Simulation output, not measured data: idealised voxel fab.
This section sets out a process module, namely voxel ribs on slabs.
The width of the displayed cross-section, cut, is 215 nm; its cells are square, with a size of 5 nm.
When this document writes out a cross-section, it uses a grid of square cells and lists it as bands, beginning at the top and moving down, with a band standing for one or more rows of cells.
Heights first: top, then bottom, in nm. Then materials, left to right, each with a width in nm. "edge to edge" on a single material: fills the band edge to edge. "blank": empty space.
Beneath 0, the wafer as received is one material, and that level is where height counting begins. The lowest band goes on downward without a bottom; it is written like "0 and below".
Graded width ("30 to 40"): value in top row of band = first number; value in bottom row = second number; row-to-row change constant.
Basically "no change" means that step didn't change any cell in the cross-section.
Listed in "Fully sealed cavities": every empty space of 8 or more cells without an open way to the top. Form: width x height at distance, the distance being from the left edge, all in nm.
Past the settings on a step's line: simulator remark, on that step.
The optional step-line setting "overlay nm" applies to steps with a mask and quantifies how far to the right of its planned location the mask lay, a negative value indicating leftward placement.
Below is the list of planned process steps
1: RECEIVE with material Si
2: DIRECTIONAL_DEP with material SiO2, thk nm 30
3: DIRECTIONAL_DEP with material polySi, thk nm 15
4: PATTERN with tone cover, mask id RIB, material resist, width nm 20, thk nm 15, overlay nm 0
5: DIRECTIONAL_ETCH with etch materials polySi, depth nm 10
6: STRIP with etch materials resist
7: DIRECTIONAL_DEP with material aC, thk nm 10
8: PATTERN with tone cover, mask id SLAB, material resist, width nm 70, thk nm 30, overlay nm 0
9: DIRECTIONAL_ETCH with etch materials aC, depth nm 10
10: STRIP with etch materials resist
11: DIRECTIONAL_ETCH with etch materials polySi, depth nm 5
12: STRIP with etch materials aC
13: FILL_DEP with material SiO2, thk nm 20
14: CMP with height nm 55
15: DIRECTIONAL_DEP with material TiN, thk nm 5
16: DIRECTIONAL_DEP with material aC, thk nm 10
17: PATTERN with tone cover, mask id HEATER, material resist, width nm 30, thk nm 30, overlay nm 0
18: DIRECTIONAL_ETCH with etch materials aC, depth nm 10
19: STRIP with etch materials resist
20: DIRECTIONAL_ETCH with etch materials TiN, depth nm 5
21: STRIP with etch materials aC
22: CONFORMAL_DEP with material SiO2, thk nm 5
Wafer at receipt (post step 1), cross-section
	0 and below: Si edge to edge
	Fully sealed cavities: none
First of two wafers, end-of-module section, run followed plan
	65 down to 60: blank=85  SiO2=40  blank=90
	60 down to 55: SiO2=90  TiN=30  SiO2=95
	55 down to 45: SiO2 edge to edge
	45 down to 35: SiO2=95  polySi=20  SiO2=100
	35 down to 30: SiO2=70  polySi=70  SiO2=75
	30 down to 0: SiO2 edge to edge
	0 and below: Si edge to edge
	Fully sealed cavities: none
This is the second of the two wafers, cross-sectioned at the end of the module; it started exactly like the first and was given the same plan, but it was run with one mistake
	65 down to 60: blank=85  SiO2=40  blank=90
	60 down to 55: SiO2=90  TiN=30  SiO2=95
	55 down to 45: SiO2 edge to edge
	45 down to 40: SiO2=70  polySi=25  SiO2=20  polySi=25  SiO2=75
	40 down to 35: polySi=95  SiO2=20  polySi=100
	35 down to 30: polySi edge to edge
	30 down to 0: SiO2 edge to edge
	0 and below: Si edge to edge
	Fully sealed cavities: none
Processing error: not per plan at step 4, really ran PATTERN with tone open, mask id RIB, material resist, width nm 20, thk nm 15, overlay nm 0
Final comparison by cell count, materials where the second wafer has more or fewer than the first: SiO2 -70, polySi +70
